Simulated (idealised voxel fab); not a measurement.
Name of the process module below: voxel self aligned contacts
200 nm wide, 5 nm square cells: that's cross-section cut.
Each cross-section below is a grid of square cells, stated as bands in top-down order, with one or more rows of cells making up each band. The entry gives the band's vertical extent as a top height and a bottom height in nm, then its horizontal make-up as materials from left to right, each with a width in nm. "empty" stands for empty space; a single material marked "throughout" fills the band edge to edge. It should be noted that heights are counted from 0, beneath which the wafer as supplied is of one material throughout, and that the lowest band possesses no lower boundary but continues downward, as written in "0 and below". Width spec "30..40" -> top row of cells at first value, bottom row at second value, equal per-row change in between. Key: "no modification" - step with no changed cell in the cross-section. Entry "Closed empty spaces". Content: empty spaces with no open connection to the top, size 8 cells or greater. Each: width x height at distance. Distance: from left edge. Unit: nm. What comes after the settings on a step's line is commentary from the simulator itself on that step. "overlay nm" denotes, for a step that has a mask, the displacement of the mask to the right of its planned place, with negative values corresponding to the left.
So here's the lineup of process steps we planned:
1) RECEIVE | material Si
2) OXIDIZE | depth nm 5
3) DIRECTIONAL_DEP | material polySi | thk nm 30
4) DIRECTIONAL_DEP | material SiN | thk nm 25
5) MASKED_ETCH | tone cover | mask id GATE | width nm 25 | pitch nm 60 | etch materials SiN | depth nm 25 | overlay nm 0
6) MASKED_ETCH | tone cover | mask id GATE | width nm 25 | pitch nm 60 | etch materials polySi | depth nm 30 | overlay nm 0
7) CONFORMAL_DEP | material SiN | thk nm 10
8) DIRECTIONAL_ETCH | etch materials SiN | depth nm 10
9) FILL_DEP | material SiO2 | thk nm 15
10) CMP | height nm 65
11) MASKED_ETCH | tone open | mask id CONTACT | width nm 45 | pitch nm 60 | etch materials SiO2 | depth nm 70 | overlay nm -15
12) CONFORMAL_DEP | material TiN | thk nm 5
13) FILL_DEP | material W | thk nm 10
14) CMP | height nm 65
15) CONFORMAL_DEP | material SiCN | thk nm 5
For this document, wafers share an identical start and vary in the step 11 overlay nm; the plan quotes the first wafer's value.
The as-received cross-section of the first of several wafers corresponds to the state after step 1:
* 0 and below | Si throughout
* Closed empty spaces: none
Take any row and you have a wafer at the end of the module: how many cells of each material it has gained (+) or lost (-) since it was received, and then its closed voids:
overlay nm -15; -40 Si; +40 SiCN; +207 SiN; +155 SiO2; +70 TiN; +38 W; +90 polySi; Closed empty spaces: none
overlay nm -10; -40 Si; +40 SiCN; +207 SiN; +155 SiO2; +70 TiN; +38 W; +90 polySi; Closed empty spaces: none
overlay nm -5; -40 Si; +40 SiCN; +207 SiN; +155 SiO2; +70 TiN; +38 W; +90 polySi; Closed empty spaces: none
overlay nm 0; -40 Si; +40 SiCN; +207 SiN; +155 SiO2; +70 TiN; +38 W; +90 polySi; Closed empty spaces: none
overlay nm 5; -40 Si; +40 SiCN; +207 SiN; +155 SiO2; +70 TiN; +38 W; +90 polySi; Closed empty spaces: none
overlay nm 10; -40 Si; +40 SiCN; +207 SiN; +155 SiO2; +70 TiN; +38 W; +90 polySi; Closed empty spaces: none
overlay nm 15; -40 Si; +40 SiCN; +207 SiN; +155 SiO2; +70 TiN; +38 W; +90 polySi; Closed empty spaces: none
